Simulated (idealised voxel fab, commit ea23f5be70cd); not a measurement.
Process module heading - voxel wiring stack
It is cross-section cut that appears here, measuring 235 nm in width, its square cells being 5 nm in size.
Format of a cross-section: grid, square cells. Given as bands. Order: top down. Band: one or more rows of cells. Quick guide to a band line: top height, bottom height (nm) up front; then every material left to right with its width in nm. Only one material and it's marked "full width"? Then it fills the band edge to edge. And "blank" just means empty space. Counting heights begins at 0, where everything beneath is, in the wafer as received, one material. The lowest band has no bottom; it goes on downwards, as "from 0 down" shows. The two numbers in a width such as "30 to 40" mark its ends across the band: the first belongs to the top row of cells, the second to the bottom row, and from each row to the next the width moves by the same amount. Step note "no modification" = no cross-section cell changed. Closed empty spaces (no open way to the top) of 8 cells or more are what "Fully enclosed voids" lists, each as width x height at distance from the left edge, nm for all three. Anything after a step's settings on that line? It's the simulator's own note about the step. Regarding "overlay nm": on a step with a mask, it is the distance the mask lay to the right of its planned place; a negative value places it to the left.

**Below is the list of planned process steps**
- 1: RECEIVE,material Si
- 2: CONFORMAL_DEP,material SiO2,thk nm 10
- 3: DIRECTIONAL_DEP,material TiN,thk nm 5
- 4: DIRECTIONAL_DEP,material W,thk nm 20
- 5: PATTERN,tone cover,mask id METAL_1,material resist,width nm 30,pitch nm 45,thk nm 20,overlay nm 0
- 6: DIRECTIONAL_ETCH,etch materials W,depth nm 20
- 7: DIRECTIONAL_ETCH,etch materials TiN,depth nm 5
- 8: STRIP,etch materials resist
- 9: FILL_DEP,material lowk,thk nm 5
- 10: CMP,height nm 35
- 11: CONFORMAL_DEP,material SiCN,thk nm 5
- 12: DIRECTIONAL_DEP,material SiO2,thk nm 20
- 13: DIRECTIONAL_DEP,material aC,thk nm 15
- 14: PATTERN,tone open,mask id PLUG_1,material resist,width nm 15,pitch nm 45,thk nm 35,overlay nm 0
- 15: DIRECTIONAL_ETCH,etch materials aC,depth nm 15
- 16: STRIP,etch materials resist
- 17: DIRECTIONAL_ETCH,etch materials SiO2,depth nm 20
- 18: DIRECTIONAL_ETCH,etch materials SiCN,depth nm 5
- 19: STRIP,etch materials aC
- 20: CONFORMAL_DEP,material TiN,thk nm 5
- 21: FILL_DEP,material W,thk nm 10
- 22: CMP,height nm 60
- 23: CONFORMAL_DEP,material SiCN,thk nm 5
- 24: DIRECTIONAL_DEP,material lowk,thk nm 20
- 25: PATTERN,tone open,mask id METAL_2,material resist,width nm 30,pitch nm 45,thk nm 15,overlay nm 0
- 26: DIRECTIONAL_ETCH,etch materials lowk,depth nm 20
- 27: DIRECTIONAL_ETCH,etch materials SiCN,depth nm 5
- 28: STRIP,etch materials resist
- 29: CONFORMAL_DEP,material TiN,thk nm 5
- 30: FILL_DEP,material Cu,thk nm 5
- 31: CMP,height nm 85
- 32: CONFORMAL_DEP,material SiCN,thk nm 5
- 33: DIRECTIONAL_DEP,material SiO2,thk nm 30
- 34: PATTERN,tone open,mask id METAL_3,material resist,width nm 30,pitch nm 45,thk nm 15,overlay nm 0
- 35: DIRECTIONAL_ETCH,etch materials SiO2,depth nm 20
- 36: STRIP,etch materials resist
- 37: PATTERN,tone open,mask id METAL_3_HOLES,material resist,width nm 15,pitch nm 90,thk nm 20,overlay nm 0
- 38: DIRECTIONAL_ETCH,etch materials SiO2,depth nm 10
- 39: DIRECTIONAL_ETCH,etch materials SiCN,depth nm 5
- 40: STRIP,etch materials resist
- 41: CONFORMAL_DEP,material TiN,thk nm 5
- 42: FILL_DEP,material Cu,thk nm 5
- 43: CMP,height nm 120
- 44: CONFORMAL_DEP,material SiCN,thk nm 5
- 45: DIRECTIONAL_DEP,material lowk,thk nm 30
- 46: PATTERN,tone open,mask id METAL_4,material resist,width nm 30,pitch nm 45,thk nm 20,overlay nm 0
- 47: DIRECTIONAL_ETCH,etch materials lowk,depth nm 15
- 48: STRIP,etch materials resist
- 49: MASKED_ETCH,tone open,mask id METAL_4_HOLES,width nm 15,pitch nm 45,etch materials lowk,depth nm 15,overlay nm 0
- 50: MASKED_ETCH,tone open,mask id METAL_4_HOLES,width nm 15,pitch nm 45,etch materials SiCN,depth nm 5,overlay nm 0
- 51: CONFORMAL_DEP,material TiN,thk nm 5
- 52: FILL_DEP,material Cu,thk nm 10
- 53: CMP,height nm 155
- 54: CONFORMAL_DEP,material SiN,thk nm 5

**So this is the incoming wafer in cross-section - it's already been through step 1**
* from 0 down = Si full width
* Fully enclosed voids: none

**Here's the wafer cut in cross-section after the module, started and planned just like above, except one thing was done wrong in the run**
* from 160 to 155 = SiN full width
* from 155 to 145 = lowk 55 nm / TiN 5 nm / Cu 20 nm / TiN 5 nm / lowk 15 nm / TiN 5 nm / Cu 20 nm / TiN 5 nm / lowk 15 nm / TiN 5 nm / Cu 20 nm / TiN 5 nm / lowk 60 nm
* from 145 to 140 = lowk 55 nm / TiN 5 nm / Cu 5 nm / TiN 20 nm / lowk 15 nm / TiN 5 nm / Cu 5 nm / TiN 20 nm / lowk 15 nm / TiN 5 nm / Cu 5 nm / TiN 20 nm / lowk 60 nm
* from 140 to 125 = lowk 55 nm / TiN 5 nm / Cu 5 nm / TiN 5 nm / lowk 30 nm / TiN 5 nm / Cu 5 nm / TiN 5 nm / lowk 30 nm / TiN 5 nm / Cu 5 nm / TiN 5 nm / lowk 75 nm
* from 125 to 120 = SiCN 55 nm / TiN 15 nm / SiCN 30 nm / TiN 15 nm / SiCN 30 nm / TiN 15 nm / SiCN 75 nm
* from 120 to 105 = SiO2 55 nm / TiN 5 nm / Cu 20 nm / TiN 5 nm / SiO2 15 nm / TiN 5 nm / Cu 20 nm / TiN 5 nm / SiO2 15 nm / TiN 5 nm / Cu 20 nm / TiN 5 nm / SiO2 60 nm
* from 105 to 100 = SiO2 55 nm / TiN 5 nm / Cu 5 nm / TiN 20 nm / SiO2 15 nm / TiN 30 nm / SiO2 15 nm / TiN 5 nm / Cu 5 nm / TiN 20 nm / SiO2 60 nm
* from 100 to 90 = SiO2 55 nm / TiN 5 nm / Cu 5 nm / TiN 5 nm / SiO2 75 nm / TiN 5 nm / Cu 5 nm / TiN 5 nm / SiO2 75 nm
* from 90 to 85 = SiCN 55 nm / TiN 15 nm / SiCN 75 nm / TiN 15 nm / SiCN 75 nm
* from 85 to 65 = lowk 55 nm / TiN 5 nm / Cu 20 nm / TiN 5 nm / lowk 15 nm / TiN 5 nm / Cu 20 nm / TiN 5 nm / lowk 15 nm / TiN 5 nm / Cu 20 nm / TiN 5 nm / lowk 60 nm
* from 65 to 55 = SiCN 55 nm / TiN 30 to 15 nm / SiCN 15 to 30 nm / TiN 30 to 15 nm / SiCN 15 to 30 nm / TiN 30 to 15 nm / SiCN 60 to 75 nm
* from 55 to 35 = SiO2 full width
* from 35 to 15 = lowk 55 nm / W 30 nm / lowk 15 nm / W 30 nm / lowk 15 nm / W 30 nm / lowk 60 nm
* from 15 to 10 = lowk 55 nm / TiN 30 nm / lowk 15 nm / TiN 30 nm / lowk 15 nm / TiN 30 nm / lowk 60 nm
* from 10 to 0 = SiO2 full width
* from 0 down = Si full width
* Fully enclosed voids: none
Plan not followed: plan steps 11 and 12 run swapped
